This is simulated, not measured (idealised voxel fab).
Module name: voxel gate over fins (process module)
For reference, the cross-section in this document is cut, with width 265 nm and square cells of 5 nm.
In this document a cross-section is written as a grid of square cells. It is given as a series of bands, listed from the top down, and a band is one or more rows of cells. Basically the band line says how high the top is and how high the bottom is, in nm, and then what's in it from left to right, every material with its width in nm. Empty space shows up as "air", and if a single material carries "edge to edge" it runs the full band edge to edge. Counting heights begins at 0, where everything beneath is, in the wafer as received, one material. The lowest band has no bottom; it goes on downwards, as "0 and below" shows. When a width is written as two numbers, as in "30 to 40", the first number is the width in the top row of cells of the band and the second is the width in its bottom row, and the width changes by the same amount from each row to the next. Basically "no modifications" means that step didn't change any cell in the cross-section. Heads up: "Closed internal cavities" only lists the empty pockets with no open path to the top that are 8 cells or more, and it writes them as width x height at distance, distance from the left edge, in nm. It should be noted that, on the line of a given step, the content following the step's settings is a remark produced by the simulator itself with respect to that step. overlay nm: right-of-plan distance of the mask on a masked step; negative values mean left-of-plan.

### Here's what the planned process steps look like
1. RECEIVE,material Si
2. CONFORMAL_DEP,material SiN,thk nm 5
3. MASKED_ETCH,tone cover,mask id FINS,width nm 15,pitch nm 50,etch materials SiN,depth nm 5,overlay nm 0
4. MASKED_ETCH,tone cover,mask id FINS,width nm 15,pitch nm 50,etch materials Si,depth nm 35,overlay nm 0
5. FILL_DEP,material SiO2,thk nm 5
6. CMP,height nm 5
7. DIRECTIONAL_DEP,material aC,thk nm 15
8. PATTERN,tone open,mask id RAIL,material resist,width nm 15,thk nm 35,overlay nm 0
9. DIRECTIONAL_ETCH,etch materials aC,depth nm 15
10. STRIP,etch materials resist
11. DIRECTIONAL_ETCH,etch materials SiO2,depth nm 35
12. STRIP,etch materials aC
13. CONFORMAL_DEP,material TiN,thk nm 5
14. FILL_DEP,material W,thk nm 5
15. CMP,height nm 5
16. SELECTIVE_ETCH,etch materials W Ru TiN,depth nm 30
17. FILL_DEP,material SiO2,thk nm 5
18. CMP,height nm 5
19. SELECTIVE_ETCH,etch materials SiO2,depth nm 20
20. STRIP,etch materials SiN
21. CONFORMAL_DEP,material HfO2,thk nm 5
22. CONFORMAL_DEP,material TiN,thk nm 5
23. FILL_DEP,material W,thk nm 15
24. CMP,height nm 20
25. CONFORMAL_DEP,material SiN,thk nm 10
Be aware that, although all wafers share a common starting state, the width nm at step 8 differs among them, and the plan displays the first wafer's value.

### After step 1, as received: first of several wafers, cross-section
  0 and below = Si edge to edge
  Closed internal cavities: none

### Every row in this table is a wafer at the end of the module, and it gives, for each of the materials, the cells that wafer has gained (+) or lost (-) since it was received, then its closed voids
width nm 15; +71 HfO2; -308 Si; +106 SiN; +173 SiO2; +74 TiN; +202 W; Closed internal cavities: none
width nm 20; +71 HfO2; -308 Si; +106 SiN; +172 SiO2; +75 TiN; +202 W; Closed internal cavities: none
width nm 25; +71 HfO2; -308 Si; +106 SiN; +171 SiO2; +76 TiN; +202 W; Closed internal cavities: none
width nm 30; +71 HfO2; -308 Si; +106 SiN; +170 SiO2; +77 TiN; +202 W; Closed internal cavities: none
